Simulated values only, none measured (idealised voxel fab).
The document below concerns the process module designated voxel fin reveal.
Pictured: cross-section cut, 275 nm wide, on a grid of 5 nm square cells.
Cross-section = grid of square cells, listed top down in bands; band = one or more rows.
Heads up on the band format: heights come first, top then bottom, in nm. After that it's the materials left to right, each with its width in nm. A single material flagged "throughout" fills the whole band edge to edge, and "air" means there's empty space there.
Note: height 0 marks the level under which the wafer is uniformly one material as received. Lowest band unbounded below, written "0 nm and below".
A width such as "30 to 40" changes by the same amount from each row of cells to the next, from the band's top row to its bottom row.
Take "nothing was modified" at face value: in the step it is given for, the cross-section changed in none of its cells.
"Closed void register": sealed empty spaces, 8 cells or more, no open way to top, listed width x height at distance, with distance from the left edge and width, height and distance in nm.
Post-settings text on a step line: simulator's own remark regarding the step.
overlay nm: on a step with a mask, how far right of its planned place the mask lay; negative means left.
-- The following list gives the planned process steps
step 1: RECEIVE, material Si
step 2: CONFORMAL_DEP, material SiN, thk nm 5
step 3: PATTERN, tone cover, mask id FINS, material resist, width nm 15, pitch nm 35, thk nm 20, overlay nm 0
step 4: DIRECTIONAL_ETCH, etch materials SiN, depth nm 5
step 5: DIRECTIONAL_ETCH, etch materials Si, depth nm 40
step 6: STRIP, etch materials resist
step 7: OXIDIZE, depth nm 5
step 8: FILL_DEP, material SiO2, thk nm 15
step 9: CMP, height nm 5
step 10: SELECTIVE_ETCH, etch materials SiO2, depth nm 35
step 11: STRIP, etch materials SiN
-- What follows covers the first of two wafers; it ran as planned
-- Cross-section: wafer on arrival = after step 1
> 0 nm and below: Si throughout
> Closed void register: none
-- Step 2 complete: cross-section through the wafer
> 5 nm to 0 nm: SiN throughout
> Nothing below the height 0 has changed.
-- Step 3 complete: cross-section through the wafer
> 25 nm to 5 nm: air 110 / resist 15 / air 20 / resist 15 / air 115
> Nothing below the height 5 has changed.
-- Step 4 complete: cross-section through the wafer
> 25 nm to 5 nm: air 110 / resist 15 / air 20 / resist 15 / air 115
> 5 nm to 0 nm: air 110 / SiN 15 / air 20 / SiN 15 / air 115
> Nothing below the height 0 has changed.
-- Step 5 complete: cross-section through the wafer
> 25 nm to 5 nm: air 110 / resist 15 / air 20 / resist 15 / air 115
> 5 nm to 0 nm: air 110 / SiN 15 / air 20 / SiN 15 / air 115
> 0 nm to -40 nm: air 110 / Si 15 / air 20 / Si 15 / air 115
> Nothing below the height -40 has changed.
-- Step 6 complete: cross-section through the wafer
> 5 nm to 0 nm: air 110 / SiN 15 / air 20 / SiN 15 / air 115
> Nothing below the height 0 has changed.
-- Step 7 complete: cross-section through the wafer
> 5 nm to 0 nm: air 110 / SiN 15 / air 20 / SiN 15 / air 115
> 0 nm to -40 nm: air 110 / SiO2 5 / Si 5 / SiO2 5 / air 20 / SiO2 5 / Si 5 / SiO2 5 / air 115
> -40 nm to -45 nm: SiO2 115 / Si 5 / SiO2 30 / Si 5 / SiO2 120
> Nothing below the height -45 has changed.
-- Step 8 complete: cross-section through the wafer
> 20 nm to 5 nm: SiO2 throughout
> 5 nm to 0 nm: SiO2 110 / SiN 15 / SiO2 20 / SiN 15 / SiO2 115
> 0 nm to -45 nm: SiO2 115 / Si 5 / SiO2 30 / Si 5 / SiO2 120
> Nothing below the height -45 has changed.
-- Step 9 complete: cross-section through the wafer
> 5 nm to 0 nm: SiO2 110 / SiN 15 / SiO2 20 / SiN 15 / SiO2 115
> Nothing below the height 0 has changed.
-- Step 10 complete: cross-section through the wafer
> 5 nm to 0 nm: air 110 / SiN 15 / air 20 / SiN 15 / air 115
> 0 nm to -30 nm: air 115 / Si 5 / air 30 / Si 5 / air 120
> Nothing below the height -30 has changed.
-- Step 11 complete: cross-section through the wafer
> 0 nm to -30 nm: air 115 / Si 5 / air 30 / Si 5 / air 120
> Nothing below the height -30 has changed.
-- Here the second wafer is described. Its start and its plan were those of the first wafer. Its run contained one mistake. Up to and including step 2, it did exactly what the first wafer did
-- X-section, second wafer, when step 3 was due to finish
> 25 nm to 5 nm: air 105 / resist 15 / air 20 / resist 15 / air 120
> Nothing below the height 5 has changed.
-- X-section, second wafer, when step 4 was due to finish
> 25 nm to 5 nm: air 105 / resist 15 / air 20 / resist 15 / air 120
> 5 nm to 0 nm: air 105 / SiN 15 / air 20 / SiN 15 / air 120
> Nothing below the height 0 has changed.
-- X-section, second wafer, when step 5 was due to finish
> 25 nm to 5 nm: air 105 / resist 15 / air 20 / resist 15 / air 120
> 5 nm to 0 nm: air 105 / SiN 15 / air 20 / SiN 15 / air 120
> 0 nm to -40 nm: air 105 / Si 15 / air 20 / Si 15 / air 120
> Nothing below the height -40 has changed.
-- X-section, second wafer, when step 6 was due to finish
> 5 nm to 0 nm: air 105 / SiN 15 / air 20 / SiN 15 / air 120
> Nothing below the height 0 has changed.
-- X-section, second wafer, when step 7 was due to finish
> 5 nm to 0 nm: air 105 / SiN 15 / air 20 / SiN 15 / air 120
> 0 nm to -40 nm: air 105 / SiO2 5 / Si 5 / SiO2 5 / air 20 / SiO2 5 / Si 5 / SiO2 5 / air 120
> -40 nm to -45 nm: SiO2 110 / Si 5 / SiO2 30 / Si 5 / SiO2 125
> Nothing below the height -45 has changed.
-- X-section, second wafer, when step 8 was due to finish
> 20 nm to 5 nm: SiO2 throughout
> 5 nm to 0 nm: SiO2 105 / SiN 15 / SiO2 20 / SiN 15 / SiO2 120
> 0 nm to -45 nm: SiO2 110 / Si 5 / SiO2 30 / Si 5 / SiO2 125
> Nothing below the height -45 has changed.
-- X-section, second wafer, when step 9 was due to finish
> 5 nm to 0 nm: SiO2 105 / SiN 15 / SiO2 20 / SiN 15 / SiO2 120
> Nothing below the height 0 has changed.
-- X-section, second wafer, when step 10 was due to finish
> 5 nm to 0 nm: air 105 / SiN 15 / air 20 / SiN 15 / air 120
> 0 nm to -30 nm: air 110 / Si 5 / air 30 / Si 5 / air 125
> Nothing below the height -30 has changed.
-- X-section, second wafer, when step 11 was due to finish
> 0 nm to -30 nm: air 110 / Si 5 / air 30 / Si 5 / air 125
> Nothing below the height -30 has changed.
What broke from the plan during processing? step 3 did not happen as planned, as run it was PATTERN, tone cover, mask id FINS, material resist, width nm 15, pitch nm 35, thk nm 20, overlay nm -5
Comparing end states, the material composition by cell count is preserved from the first wafer to the second, while the locations of the cells are not.
